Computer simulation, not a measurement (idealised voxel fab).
A process module follows: voxel self aligned vias.
Pictured: cross-section cut, 270 nm wide, on a grid of 5 nm square cells.
Format of a cross-section: grid, square cells. Given as bands. Order: top down. Band: one or more rows of cells. Top, bottom (nm), then materials left to right with widths (nm); lone material tagged "edge to edge" fills the whole band edge to edge; "air" = empty space. For the purposes of this specification, 0 denotes the height below which the wafer in its as-received condition is composed wholly of one material, and the lowermost band, lacking a lower limit, extends downward without end, as expressed in "from 0 down". Width "30 to 40": first value at the band's top row of cells, second value at its bottom row, equal change from row to row. "left unchanged", as given for a step, is the statement that not any cell of the cross-section underwent a change during that step. You'll see "Voids, fully enclosed" listing empty spaces that have no way open to the top, as long as they're 8 cells or more; the notation is width x height at distance, where the distance is from the left edge, and all of it is in nm. after a step's settings: what the simulator itself notes on the step. The optional step-line setting "overlay nm" applies to steps with a mask and quantifies how far to the right of its planned location the mask lay, a negative value indicating leftward placement.

Process steps - plan:
1. op RECEIVE | material Si
2. op CONFORMAL_DEP | material SiO2 | thk nm 15
3. op CONFORMAL_DEP | material SiCN | thk nm 5
4. op DIRECTIONAL_DEP | material lowk | thk nm 30
5. op MASKED_ETCH | tone open | mask id LINES | width nm 25 | pitch nm 75 | etch materials lowk | depth nm 30 | overlay nm 0
6. op CONFORMAL_DEP | material TiN | thk nm 5
7. op FILL_DEP | material W | thk nm 10
8. op CMP | height nm 50
9. op SELECTIVE_ETCH | etch materials W Ru TiN | depth nm 5
10. op FILL_DEP | material SiN | thk nm 5
11. op CMP | height nm 50
12. op DIRECTIONAL_DEP | material lowk | thk nm 15
13. op MASKED_ETCH | tone open | mask id VIAS | width nm 45 | pitch nm 75 | etch materials lowk | depth nm 15 | overlay nm 0
14. op MASKED_ETCH | tone open | mask id VIAS | width nm 45 | pitch nm 75 | etch materials SiN | depth nm 5 | overlay nm 0
15. op CONFORMAL_DEP | material TiN | thk nm 5
16. op FILL_DEP | material Cu | thk nm 10
17. op CMP | height nm 65
18. op CONFORMAL_DEP | material SiN | thk nm 5

Wafer cross-section on receipt, i.e. after step 1:
  from 0 down: Si edge to edge
  Voids, fully enclosed: none

The first of the two wafers as seen in cross-section once the module was finished; processing followed the plan:
  from 70 to 65: SiN edge to edge
  from 65 to 55: lowk (35); TiN (5); Cu (35); TiN (5); lowk (30); TiN (5); Cu (35); TiN (5); lowk (30); TiN (5); Cu (35); TiN (5); lowk (40)
  from 55 to 50: lowk (35); TiN (15); Cu (15); TiN (15); lowk (30); TiN (15); Cu (15); TiN (15); lowk (30); TiN (15); Cu (15); TiN (15); lowk (40)
  from 50 to 45: lowk (45); TiN (25); lowk (50); TiN (25); lowk (50); TiN (25); lowk (50)
  from 45 to 25: lowk (45); TiN (5); W (15); TiN (5); lowk (50); TiN (5); W (15); TiN (5); lowk (50); TiN (5); W (15); TiN (5); lowk (50)
  from 25 to 20: lowk (45); TiN (25); lowk (50); TiN (25); lowk (50); TiN (25); lowk (50)
  from 20 to 15: SiCN edge to edge
  from 15 to 0: SiO2 edge to edge
  from 0 down: Si edge to edge
  Voids, fully enclosed: none

Cross-section of the latter of the two wafers at module completion. It had an identical start and an identical plan to the former; in running it, one mistake was made:
  from 70 to 65: SiN edge to edge
  from 65 to 55: lowk (40); TiN (5); Cu (25); TiN (5); lowk (40); TiN (5); Cu (25); TiN (5); lowk (40); TiN (5); Cu (25); TiN (5); lowk (45)
  from 55 to 50: lowk (40); TiN (10); Cu (15); TiN (10); lowk (40); TiN (10); Cu (15); TiN (10); lowk (40); TiN (10); Cu (15); TiN (10); lowk (45)
  from 50 to 45: lowk (45); TiN (25); lowk (50); TiN (25); lowk (50); TiN (25); lowk (50)
  from 45 to 25: lowk (45); TiN (5); W (15); TiN (5); lowk (50); TiN (5); W (15); TiN (5); lowk (50); TiN (5); W (15); TiN (5); lowk (50)
  from 25 to 20: lowk (45); TiN (25); lowk (50); TiN (25); lowk (50); TiN (25); lowk (50)
  from 20 to 15: SiCN edge to edge
  from 15 to 0: SiO2 edge to edge
  from 0 down: Si edge to edge
  Voids, fully enclosed: none
Which mistake was made when the wafer was run? step 13 was run on a setting that differed from the plan, and what really ran there is op MASKED_ETCH | tone open | mask id VIAS | width nm 35 | pitch nm 75 | etch materials lowk | depth nm 15 | overlay nm 0
Final tally in cells, some materials are higher or lower on the second wafer than on the first: Cu: 12 fewer, TiN: 6 fewer, lowk: 18 more
